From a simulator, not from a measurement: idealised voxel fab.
You're looking at the process module voxel wiring stack.
Square cell edge 5 nm, section width 260 nm, ID cut.
Cross-section, as written here: a square-cell grid given band by band from the top down, where a band holds one or more rows of cells.
The band entry comprises the height of the band's top followed by the height of its bottom, expressed in nm, and subsequently the band's materials from left to right, each stated together with its width in nm. Where a single material is marked with the word "full width", that material fills the band from edge to edge. The word "empty" represents empty space.
Heights are reckoned from 0. Under this level, the received wafer is all of one material. The bottommost band is open-ended downward, for example "0 down".
Width: "30 to 40" (first number = top row, second number = bottom row, same change from row to row of cells).
"same as before", as given for a step, is the statement that not any cell of the cross-section underwent a change during that step.
"Enclosed voids": sealed empty spaces, 8 cells or more, no open way to top, listed width x height at distance, with distance from the left edge and width, height and distance in nm.
Past the settings on a step's line: simulator remark, on that step.
overlay nm: how far to the right of its planned place the mask lay on this masked step (negative: to the left).
THESE ARE THE STEPS WE PLANNED FOR THE PROCESS
1: RECEIVE, material Si
2: CONFORMAL_DEP, material SiO2, thk nm 15
3: DIRECTIONAL_DEP, material TiN, thk nm 5
4: DIRECTIONAL_DEP, material W, thk nm 25
5: MASKED_ETCH, tone cover, mask id METAL_1, width nm 30, pitch nm 55, etch materials W, depth nm 25, overlay nm 0
6: MASKED_ETCH, tone cover, mask id METAL_1, width nm 30, pitch nm 55, etch materials TiN, depth nm 5, overlay nm 0
7: FILL_DEP, material lowk, thk nm 5
8: CMP, height nm 45
9: CONFORMAL_DEP, material SiCN, thk nm 5
10: DIRECTIONAL_DEP, material lowk, thk nm 10
11: MASKED_ETCH, tone open, mask id PLUG_1, width nm 15, etch materials lowk, depth nm 10, overlay nm 0
12: MASKED_ETCH, tone open, mask id PLUG_1, width nm 15, etch materials SiCN, depth nm 5, overlay nm 0
13: EPI, material Ru, thk nm 10
14: EPI, material Ru, thk nm 5
15: DIRECTIONAL_DEP, material TiN, thk nm 5
16: DIRECTIONAL_DEP, material W, thk nm 15
17: PATTERN, tone cover, mask id METAL_2, material resist, width nm 30, pitch nm 55, thk nm 15, overlay nm 0
18: DIRECTIONAL_ETCH, etch materials W, depth nm 15
19: DIRECTIONAL_ETCH, etch materials TiN, depth nm 5
20: STRIP, etch materials resist
21: FILL_DEP, material lowk, thk nm 10
22: CMP, height nm 80
23: CONFORMAL_DEP, material SiCN, thk nm 5
24: DIRECTIONAL_DEP, material lowk, thk nm 15
25: PATTERN, tone open, mask id PLUG_2, material resist, width nm 15, pitch nm 55, thk nm 20, overlay nm 0
26: DIRECTIONAL_ETCH, etch materials lowk, depth nm 15
27: DIRECTIONAL_ETCH, etch materials SiCN, depth nm 5
28: STRIP, etch materials resist
29: EPI, material Ru, thk nm 10
30: EPI, material Ru, thk nm 10
31: CONFORMAL_DEP, material SiCN, thk nm 5
32: DIRECTIONAL_DEP, material lowk, thk nm 20
33: DIRECTIONAL_DEP, material aC, thk nm 10
34: PATTERN, tone open, mask id METAL_3, material resist, width nm 30, pitch nm 55, thk nm 25, overlay nm 0
35: DIRECTIONAL_ETCH, etch materials aC, depth nm 10
36: STRIP, etch materials resist
37: DIRECTIONAL_ETCH, etch materials lowk, depth nm 20
38: DIRECTIONAL_ETCH, etch materials SiCN, depth nm 5
39: STRIP, etch materials aC
40: CONFORMAL_DEP, material TiN, thk nm 5
41: FILL_DEP, material Ru, thk nm 10
42: CMP, height nm 125
43: CONFORMAL_DEP, material SiCN, thk nm 5
44: DIRECTIONAL_DEP, material SiO2, thk nm 10
45: MASKED_ETCH, tone open, mask id PLUG_3, width nm 15, pitch nm 55, etch materials SiO2, depth nm 10, overlay nm 0
46: MASKED_ETCH, tone open, mask id PLUG_3, width nm 15, pitch nm 55, etch materials SiCN, depth nm 5, overlay nm 0
47: CONFORMAL_DEP, material TiN, thk nm 5
48: FILL_DEP, material W, thk nm 10
49: CMP, height nm 140
50: CONFORMAL_DEP, material SiN, thk nm 5
51: DIRECTIONAL_DEP, material SiO2, thk nm 20
52: PATTERN, tone open, mask id METAL_4, material resist, width nm 30, pitch nm 55, thk nm 20, overlay nm 0
53: DIRECTIONAL_ETCH, etch materials SiO2, depth nm 20
54: DIRECTIONAL_ETCH, etch materials SiN, depth nm 5
55: STRIP, etch materials resist
56: CONFORMAL_DEP, material TiN, thk nm 5
57: FILL_DEP, material Cu, thk nm 10
58: CMP, height nm 165
59: EPI, material Ru, thk nm 5
60: FILL_DEP, material SiCN, thk nm 5
CROSS-SECTION: WAFER ON ARRIVAL = AFTER STEP 1
* 0 down | Si full width
* Enclosed voids: none
CROSS-SECTION AT MODULE END, ONE RUN ERROR; START AND PLAN UNCHANGED FROM ABOVE
* 175 to 170 | SiCN full width
* 170 to 165 | SiCN: 80, then Ru: 40, then SiCN: 15, then Ru: 40, then SiCN: 85
* 165 to 145 | SiO2: 85, then TiN: 5, then Cu: 20, then TiN: 5, then SiO2: 25, then TiN: 5, then Cu: 20, then TiN: 5, then SiO2: 90
* 145 to 140 | SiN: 85, then TiN: 30, then SiN: 25, then TiN: 30, then SiN: 90
* 140 to 130 | SiO2: 85, then TiN: 5, then W: 5, then TiN: 5, then SiO2: 40, then TiN: 5, then W: 5, then TiN: 5, then SiO2: 105
* 130 to 125 | SiCN: 85, then TiN: 15, then SiCN: 40, then TiN: 15, then SiCN: 105
* 125 to 105 | lowk: 85, then TiN: 5, then Ru: 20, then TiN: 5, then lowk: 25, then TiN: 5, then Ru: 20, then TiN: 5, then lowk: 90
* 105 to 100 | SiCN: 85, then TiN: 30, then SiCN: 25, then TiN: 30, then SiCN: 90
* 100 to 85 | lowk: 85, then Ru: 15, then lowk: 40, then Ru: 15, then lowk: 105
* 85 to 80 | SiCN: 85, then Ru: 15, then SiCN: 40, then Ru: 15, then SiCN: 105
* 80 to 65 | lowk: 85, then W: 30, then lowk: 25, then W: 30, then lowk: 90
* 65 to 60 | lowk: 85, then TiN: 30, then lowk: 25, then TiN: 30, then lowk: 90
* 60 to 50 | lowk: 90, then Ru: 15, then lowk: 155
* 50 to 45 | SiCN: 90, then Ru: 10, then SiCN: 160
* 45 to 20 | lowk: 85, then W: 30, then lowk: 25, then W: 30, then lowk: 90
* 20 to 15 | lowk: 85, then TiN: 30, then lowk: 25, then TiN: 30, then lowk: 90
* 15 to 0 | SiO2 full width
* 0 down | Si full width
* Enclosed voids: none
Deviation from plan: step 11 did not use the planned setting and instead ran as MASKED_ETCH, tone open, mask id PLUG_1, width nm 15, etch materials lowk, depth nm 10, overlay nm 5
